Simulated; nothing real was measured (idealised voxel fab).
The following process module bears the name voxel wiring stack.
For reference, the cross-section in this document is cut, with width 255 nm and square cells of 5 nm.
Think of the cross-section as a grid of square cells. We describe it in bands, top to bottom, and each band covers one or more rows of those cells.
Band: top height; bottom height; in nm. Then, left to right: material with width in nm, for each material. "everywhere": a single material spanning edge to edge. "blank": empty space.
It should be noted that heights are counted from 0, beneath which the wafer as supplied is of one material throughout, and that the lowest band possesses no lower boundary but continues downward, as written in "0 nm and below".
Quick explanation for "30..40": the width changes in equal steps down the rows of cells, from the first number in the band's top row to the second number in its bottom row.
Reading "identical to before" for a step: not a cell of the cross-section changed in it.
Internal closed voids: empty space of 8 cells or more with no open way to the top, each as width x height at its distance from the left edge, in nm
Anything after a step's settings on that line? It's the simulator's own note about the step.
For masked steps, "overlay nm" on the step line gives how far right of plan the mask actually lay; a minus sign means it lay to the left.
### So here's the lineup of process steps we planned
1: RECEIVE | material Si
2: CONFORMAL_DEP | material SiO2 | thk nm 15
3: DIRECTIONAL_DEP | material TiN | thk nm 5
4: DIRECTIONAL_DEP | material Ru | thk nm 25
5: MASKED_ETCH | tone cover | mask id METAL_1 | width nm 25 | pitch nm 40 | etch materials Ru | depth nm 25 | overlay nm 0
6: MASKED_ETCH | tone cover | mask id METAL_1 | width nm 25 | pitch nm 40 | etch materials TiN | depth nm 5 | overlay nm 0
7: FILL_DEP | material SiO2 | thk nm 10
8: CMP | height nm 45
9: CONFORMAL_DEP | material SiCN | thk nm 5
10: DIRECTIONAL_DEP | material lowk | thk nm 15
11: PATTERN | tone open | mask id PLUG_1 | material resist | width nm 15 | pitch nm 40 | thk nm 15 | overlay nm 0
12: DIRECTIONAL_ETCH | etch materials lowk | depth nm 15
13: DIRECTIONAL_ETCH | etch materials SiCN | depth nm 5
14: STRIP | etch materials resist
15: EPI | material Ru | thk nm 10
16: EPI | material Ru | thk nm 10
17: DIRECTIONAL_DEP | material TiN | thk nm 5
18: DIRECTIONAL_DEP | material Ru | thk nm 20
19: PATTERN | tone cover | mask id METAL_2 | material resist | width nm 25 | pitch nm 40 | thk nm 20 | overlay nm 0
20: DIRECTIONAL_ETCH | etch materials Ru | depth nm 10
21: DIRECTIONAL_ETCH | etch materials TiN | depth nm 5
22: STRIP | etch materials resist
23: FILL_DEP | material lowk | thk nm 10
24: CMP | height nm 90
25: CONFORMAL_DEP | material SiN | thk nm 5
Don't read the plan's depth nm for step 20 as applying to every wafer: that's the first wafer's value, and the wafers differ in it, though they all start identical.
### First of several wafers (as received, post step 1), cross-sectional view
* 0 nm and below  Si everywhere
* Internal closed voids: none
### First wafer of several, cross-section, module end, after step 25 (last)
* 95 nm to 90 nm  SiN everywhere
* 90 nm to 80 nm  lowk (95) / Ru (25) / lowk (15) / Ru (25) / lowk (95)
* 80 nm to 70 nm  Ru everywhere
* 70 nm to 65 nm  TiN everywhere
* 65 nm to 50 nm  lowk (95) / Ru (15) / lowk (25) / Ru (15) / lowk (105)
* 50 nm to 45 nm  SiCN (95) / Ru (15) / SiCN (25) / Ru (15) / SiCN (105)
* 45 nm to 20 nm  SiO2 (95) / Ru (25) / SiO2 (15) / Ru (25) / SiO2 (95)
* 20 nm to 15 nm  SiO2 (95) / TiN (25) / SiO2 (15) / TiN (25) / SiO2 (95)
* 15 nm to 0 nm  SiO2 everywhere
* 0 nm and below  Si everywhere
* Internal closed voids: none
### Cross-section, module end, final of several wafers
* 95 nm to 90 nm  SiN everywhere
* 90 nm to 70 nm  lowk (95) / Ru (25) / lowk (15) / Ru (25) / lowk (95)
* 70 nm to 65 nm  lowk (95) / TiN (25) / lowk (15) / TiN (25) / lowk (95)
* 65 nm to 50 nm  lowk (95) / Ru (15) / lowk (25) / Ru (15) / lowk (105)
* 50 nm to 45 nm  SiCN (95) / Ru (15) / SiCN (25) / Ru (15) / SiCN (105)
* 45 nm to 20 nm  SiO2 (95) / Ru (25) / SiO2 (15) / Ru (25) / SiO2 (95)
* 20 nm to 15 nm  SiO2 (95) / TiN (25) / SiO2 (15) / TiN (25) / SiO2 (95)
* 15 nm to 0 nm  SiO2 everywhere
* 0 nm and below  Si everywhere
* Internal closed voids: none
### Note: the following table is arranged by wafer, a row apiece. Each row reports the end-of-module state: per material, cells gained (+) or cells lost (-) compared with the wafer as received; closed voids follow
depth nm 10, +196 Ru, +45 SiCN, +51 SiN, +399 SiO2, +61 TiN, +217 lowk, Internal closed voids: none
depth nm 15, +155 Ru, +45 SiCN, +51 SiN, +399 SiO2, +61 TiN, +258 lowk, Internal closed voids: none
depth nm 20, +114 Ru, +45 SiCN, +51 SiN, +399 SiO2, +20 TiN, +340 lowk, Internal closed voids: none
depth nm 25, +114 Ru, +45 SiCN, +51 SiN, +399 SiO2, +20 TiN, +340 lowk, Internal closed voids: none
depth nm 30, +114 Ru, +45 SiCN, +51 SiN, +399 SiO2, +20 TiN, +340 lowk, Internal closed voids: none
depth nm 35, +114 Ru, +45 SiCN, +51 SiN, +399 SiO2, +20 TiN, +340 lowk, Internal closed voids: none
